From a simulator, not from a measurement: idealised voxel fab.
process module | voxel wiring stack
cross-section cut | 230 nm wide | cells 5 nm
A cross-section is a grid of square cells, given in bands from the top down. A band is one or more rows of cells.
Each band's line starts with the height of the band's top and of its bottom, in nm. Then come its materials from left to right, each with its width in nm. One material with "throughout" fills the band from edge to edge. "air" is empty space.
Height 0 is the level under which the wafer as received is all one material. The lowest band goes on downwards, as in "0 down".
A width such as "30 to 40" changes by the same amount from each row of cells to the next, from the band's top row to its bottom row.
"no change" after a step means that no cell of the cross-section changed.
closed voids: empty space of 8 cells or more with no open way to the top, each as width x height at its distance from the left edge, in nm
after a step's settings: what the simulator itself notes on the step
overlay nm, on a step with a mask: how far to the right of its planned place the mask lay; to the left if negative
plan
1 op RECEIVE | material Si
2 op CONFORMAL_DEP | material SiO2 | thk nm 10
3 op DIRECTIONAL_DEP | material TiN | thk nm 5
4 op DIRECTIONAL_DEP | material W | thk nm 20
5 op DIRECTIONAL_DEP | material aC | thk nm 15
6 op PATTERN | tone cover | mask id METAL_1 | material resist | width nm 30 | pitch nm 50 | thk nm 35 | overlay nm 0
7 op DIRECTIONAL_ETCH | etch materials aC | depth nm 15
8 op STRIP | etch materials resist
9 op DIRECTIONAL_ETCH | etch materials W | depth nm 20
10 op DIRECTIONAL_ETCH | etch materials TiN | depth nm 5
11 op STRIP | etch materials aC
12 op FILL_DEP | material SiO2 | thk nm 5
13 op CMP | height nm 35
14 op CONFORMAL_DEP | material SiCN | thk nm 5
15 op DIRECTIONAL_DEP | material SiO2 | thk nm 25
16 op DIRECTIONAL_DEP | material aC | thk nm 15
17 op PATTERN | tone open | mask id METAL_2 | material resist | width nm 30 | pitch nm 50 | thk nm 35 | overlay nm 0
18 op DIRECTIONAL_ETCH | etch materials aC | depth nm 15
19 op STRIP | etch materials resist
20 op DIRECTIONAL_ETCH | etch materials SiO2 | depth nm 15
21 op STRIP | etch materials aC
22 op PATTERN | tone open | mask id METAL_2_HOLES | material resist | width nm 15 | pitch nm 50 | thk nm 20 | overlay nm 0
23 op DIRECTIONAL_ETCH | etch materials SiO2 | depth nm 10
24 op DIRECTIONAL_ETCH | etch materials SiCN | depth nm 5
25 op STRIP | etch materials resist
26 op CONFORMAL_DEP | material TiN | thk nm 5
27 op FILL_DEP | material Cu | thk nm 5
28 op CMP | height nm 65
29 op CONFORMAL_DEP | material SiCN | thk nm 5
30 op DIRECTIONAL_DEP | material SiO2 | thk nm 30
31 op DIRECTIONAL_DEP | material aC | thk nm 10
32 op PATTERN | tone open | mask id METAL_3_HOLES | material resist | width nm 15 | pitch nm 50 | thk nm 30 | overlay nm 0
33 op DIRECTIONAL_ETCH | etch materials aC | depth nm 10
34 op STRIP | etch materials resist
35 op DIRECTIONAL_ETCH | etch materials SiO2 | depth nm 30
36 op STRIP | etch materials aC
37 op DIRECTIONAL_DEP | material aC | thk nm 15
38 op PATTERN | tone open | mask id METAL_3 | material resist | width nm 30 | pitch nm 50 | thk nm 35 | overlay nm 0
39 op DIRECTIONAL_ETCH | etch materials aC | depth nm 15
40 op STRIP | etch materials resist
41 op DIRECTIONAL_ETCH | etch materials SiO2 | depth nm 20
42 op DIRECTIONAL_ETCH | etch materials SiCN | depth nm 5
43 op STRIP | etch materials aC
44 op CONFORMAL_DEP | material TiN | thk nm 5
45 op FILL_DEP | material Cu | thk nm 10
46 op CMP | height nm 100
47 op CONFORMAL_DEP | material SiN | thk nm 5
as received, after step 1
  0 down: Si throughout
  closed voids: none
a wafer at the end: this start, this plan, one mistake
  105 to 100: SiN throughout
  100 to 85: SiO2 75 | TiN 5 | Cu 20 | TiN 5 | SiO2 20 | TiN 5 | Cu 20 | TiN 5 | SiO2 75
  85 to 80: SiO2 75 | TiN 5 | Cu 5 | TiN 20 | SiO2 20 | TiN 5 | Cu 5 | TiN 20 | SiO2 75
  80 to 70: SiO2 75 | TiN 5 | Cu 5 | TiN 5 | SiO2 35 | TiN 5 | Cu 5 | TiN 5 | SiO2 90
  70 to 65: SiCN 75 | TiN 15 | SiCN 35 | TiN 15 | SiCN 90
  65 to 55: SiO2 75 | TiN 5 | Cu 20 | TiN 5 | SiO2 20 | TiN 5 | Cu 20 | TiN 5 | SiO2 75
  55 to 50: SiO2 75 | TiN 5 | Cu 5 | TiN 20 | SiO2 20 | TiN 5 | Cu 5 | TiN 20 | SiO2 75
  50 to 40: SiO2 75 | TiN 5 | Cu 5 | TiN 5 | SiO2 35 | TiN 5 | Cu 5 | TiN 5 | SiO2 90
  40 to 35: SiCN 75 | TiN 15 | SiCN 35 | TiN 15 | SiCN 90
  35 to 30: SiO2 throughout
  30 to 10: SiO2 75 | W 30 | SiO2 20 | W 30 | SiO2 75
  10 to 5: SiO2 75 | TiN 30 | SiO2 20 | TiN 30 | SiO2 75
  5 to 0: SiO2 throughout
  0 down: Si throughout
  closed voids: none
what went wrong: step 2 ran as: op CONFORMAL_DEP | material SiO2 | thk nm 5
